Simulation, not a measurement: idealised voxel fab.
The process module that follows is named voxel fin reveal.
The cross-section on display is named cut; it measures 255 nm wide, and its cells are 5 nm squares.
Just so we're on the same page, the cross-sections are grids of square cells, and they're listed out in bands top to bottom, each band one or more rows deep. Band entry format. Leading values: height of top, height of bottom, nm. Remainder: materials in left-to-right order, each with its width in nm. Special words: "throughout" on a single material, which then fills the band edge to edge; "blank", empty space. Measure heights from 0. That's the level where, below it, the as-received wafer is all one material. The lowest band is bottomless and extends downward; write it as in "top 0, no bottom". Think of "30->40" as a width that walks from the first number to the second as you go down the band, top row to bottom row, taking equal-sized steps from row to row. Key: "no modification" - step with no changed cell in the cross-section. "Trapped cavities" contains a list of empty spaces, each no smaller than 8 cells and without an open way to the top, written in the form width x height at distance with the distance from the left edge and all three in nm. Note: text after step settings on the step line = simulator remark on that step. On any step carrying a mask, the "overlay nm" setting, if present on the step's line, tells how far right of its planned place the mask lay; negative values point to the left.
## List of planned process steps
1) RECEIVE | material Si
2) CONFORMAL_DEP | material SiN | thk nm 5
3) DIRECTIONAL_DEP | material aC | thk nm 10
4) PATTERN | tone cover | mask id FINS | material resist | width nm 15 | pitch nm 35 | thk nm 25 | overlay nm 0
5) DIRECTIONAL_ETCH | etch materials aC | depth nm 10
6) STRIP | etch materials resist
7) DIRECTIONAL_ETCH | etch materials SiN | depth nm 5
8) DIRECTIONAL_ETCH | etch materials Si | depth nm 30
9) STRIP | etch materials aC
10) FILL_DEP | material SiO2 | thk nm 15
11) CMP | height nm 5
12) SELECTIVE_ETCH | etch materials SiO2 | depth nm 15
13) STRIP | etch materials SiN
14) CONFORMAL_DEP | material HfO2 | thk nm 5
## This is the cross-section of the wafer as we received it, i.e. after step 1
  top 0, no bottom: Si throughout
  Trapped cavities: none
## Cross-section taken at module completion on the first of two wafers; processed per the plan
  top 5, bottom 0: blank 80; HfO2 25; blank 10; HfO2 25; blank 10; HfO2 25; blank 80
  top 0, bottom -5: blank 80; HfO2 5; Si 15; HfO2 5; blank 10; HfO2 5; Si 15; HfO2 5; blank 10; HfO2 5; Si 15; HfO2 5; blank 80
  top -5, bottom -10: HfO2 85; Si 15; HfO2 20; Si 15; HfO2 20; Si 15; HfO2 85
  top -10, bottom -30: SiO2 85; Si 15; SiO2 20; Si 15; SiO2 20; Si 15; SiO2 85
  top -30, no bottom: Si throughout
  Trapped cavities: none
## Wafer two cross-section, module end. Start and plan unchanged from wafer one; one mistake made during the run
  top 5, bottom 0: blank 80; SiO2 25; blank 10; SiO2 25; blank 10; SiO2 25; blank 80
  top 0, bottom -5: blank 80; SiO2 5; Si 15; SiO2 5; blank 10; SiO2 5; Si 15; SiO2 5; blank 10; SiO2 5; Si 15; SiO2 5; blank 80
  top -5, bottom -30: SiO2 85; Si 15; SiO2 20; Si 15; SiO2 20; Si 15; SiO2 85
  top -30, no bottom: Si throughout
  Trapped cavities: none
Run error: off-plan run, step 14, actual operation and settings CONFORMAL_DEP | material SiO2 | thk nm 5
FYI, end of process, the second wafer has more or fewer cells of some materials than the first: 63 fewer of HfO2, 63 more of SiO2
